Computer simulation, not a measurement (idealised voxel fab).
process module | voxel released beams
cross-section cut | 265 nm wide | cells 5 nm
A cross-section is a grid of square cells, given in bands from the top down. A band is one or more rows of cells.
Each band's line starts with the height of the band's top and of its bottom, in nm. Then come its materials from left to right, each with its width in nm. One material with "throughout" fills the band from edge to edge. "air" is empty space.
Height 0 is the level under which the wafer as received is all one material. The lowest band goes on downwards, as in "0 down".
A width such as "30 to 40" changes by the same amount from each row of cells to the next, from the band's top row to its bottom row.
"no change" after a step means that no cell of the cross-section changed.
closed voids: empty space of 8 cells or more with no open way to the top, each as width x height at its distance from the left edge, in nm
after a step's settings: what the simulator itself notes on the step
overlay nm, on a step with a mask: how far to the right of its planned place the mask lay; to the left if negative
plan
1 op RECEIVE | material Si
2 op CONFORMAL_DEP | material SiN | thk nm 10
3 op DIRECTIONAL_DEP | material SiO2 | thk nm 15
4 op DIRECTIONAL_DEP | material aC | thk nm 15
5 op PATTERN | tone open | mask id ANCHOR | material resist | width nm 25 | thk nm 35 | overlay nm 0
6 op DIRECTIONAL_ETCH | etch materials aC | depth nm 15
7 op STRIP | etch materials resist
8 op DIRECTIONAL_ETCH | etch materials SiO2 | depth nm 15
9 op STRIP | etch materials aC
10 op CONFORMAL_DEP | material polySi | thk nm 10
11 op PATTERN | tone cover | mask id BEAM | material resist | width nm 70 | thk nm 20 | overlay nm -15
12 op DIRECTIONAL_ETCH | etch materials polySi | depth nm 10
13 op STRIP | etch materials resist
14 op STRIP | etch materials SiO2
varied across the wafers: overlay nm of step 11. The plan shows the first wafer's value. All wafers start alike
first wafer as received, after step 1
  0 down: Si throughout
  closed voids: none
each wafer at the end: cells of each material gained (+) or lost (-) since it was received, then its closed voids
overlay nm -15 | +106 SiN | +40 polySi | closed voids: none
overlay nm -10 | +106 SiN | +40 polySi | closed voids: none
overlay nm -5 | +106 SiN | +40 polySi | closed voids: none
overlay nm 0 | +106 SiN | +40 polySi | closed voids: none
overlay nm 5 | +106 SiN | +40 polySi | closed voids: none
overlay nm 10 | +106 SiN | +40 polySi | closed voids: none
overlay nm 15 | +106 SiN | +40 polySi | closed voids: none
